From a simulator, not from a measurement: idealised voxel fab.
Name of the process module below: voxel quadruple lines
FYI the section here is cut, 170 nm wide, cells are 5 nm squares.
Cross-section, as written here: a square-cell grid given band by band from the top down, where a band holds one or more rows of cells.
Heights first: top, then bottom, in nm. Then materials, left to right, each with a width in nm. "all across" on a single material: fills the band edge to edge. "air": empty space.
Heights are expressed relative to 0, this being the level below which the as-received wafer comprises one material exclusively. The lowest band is unbounded in the downward direction and is denoted as in "0 down".
It should be noted that a width expressed as "30 to 40" varies in equal increments from row to row of cells within the band, taking the value of the first number at the top row and that of the second number at the bottom row.
Any step labelled "no change" changed none of the cells in the cross-section.
"Closed void register" contains a list of empty spaces, each no smaller than 8 cells and without an open way to the top, written in the form width x height at distance with the distance from the left edge and all three in nm.
That trailing text on a step's line, after the settings, is the simulator's own remark on the step.
"overlay nm" answers the question of how far to the right of plan the mask lay on a step that has a mask, and when it is negative the answer is to the left.

## Listed below are the process steps as planned
step 1: RECEIVE, material Si
step 2: CONFORMAL_DEP, material SiO2, thk nm 10
step 3: DIRECTIONAL_DEP, material TiN, thk nm 15
step 4: DIRECTIONAL_DEP, material polySi, thk nm 20
step 5: DIRECTIONAL_DEP, material aC, thk nm 25
step 6: PATTERN, tone cover, mask id MANDREL, material resist, width nm 35, thk nm 35, overlay nm 0
step 7: DIRECTIONAL_ETCH, etch materials aC, depth nm 25
step 8: STRIP, etch materials resist
step 9: CONFORMAL_DEP, material SiO2, thk nm 15
step 10: DIRECTIONAL_ETCH, etch materials SiO2, depth nm 15
step 11: STRIP, etch materials aC
step 12: DIRECTIONAL_ETCH, etch materials polySi, depth nm 20
step 13: STRIP, etch materials SiO2
step 14: CONFORMAL_DEP, material SiCN, thk nm 10
step 15: DIRECTIONAL_ETCH, etch materials SiCN, depth nm 10
step 16: STRIP, etch materials polySi
step 17: DIRECTIONAL_ETCH, etch materials TiN, depth nm 15
step 18: STRIP, etch materials SiCN
step 19: FILL_DEP, material SiO2, thk nm 10
step 20: CMP, height nm 25

## As-received wafer cross-section (after step 1)
* 0 down = Si all across
* Closed void register: none

## Below is the wafer in cross-section after the module was completed. It began from the starting point shown above and followed the plan shown above, except that one mistake was made while running it
* 25 to 10 = polySi all across
* 10 to 0 = SiO2 all across
* 0 down = Si all across
* Closed void register: none
Diagnosis: plan steps 3 and 4 run swapped
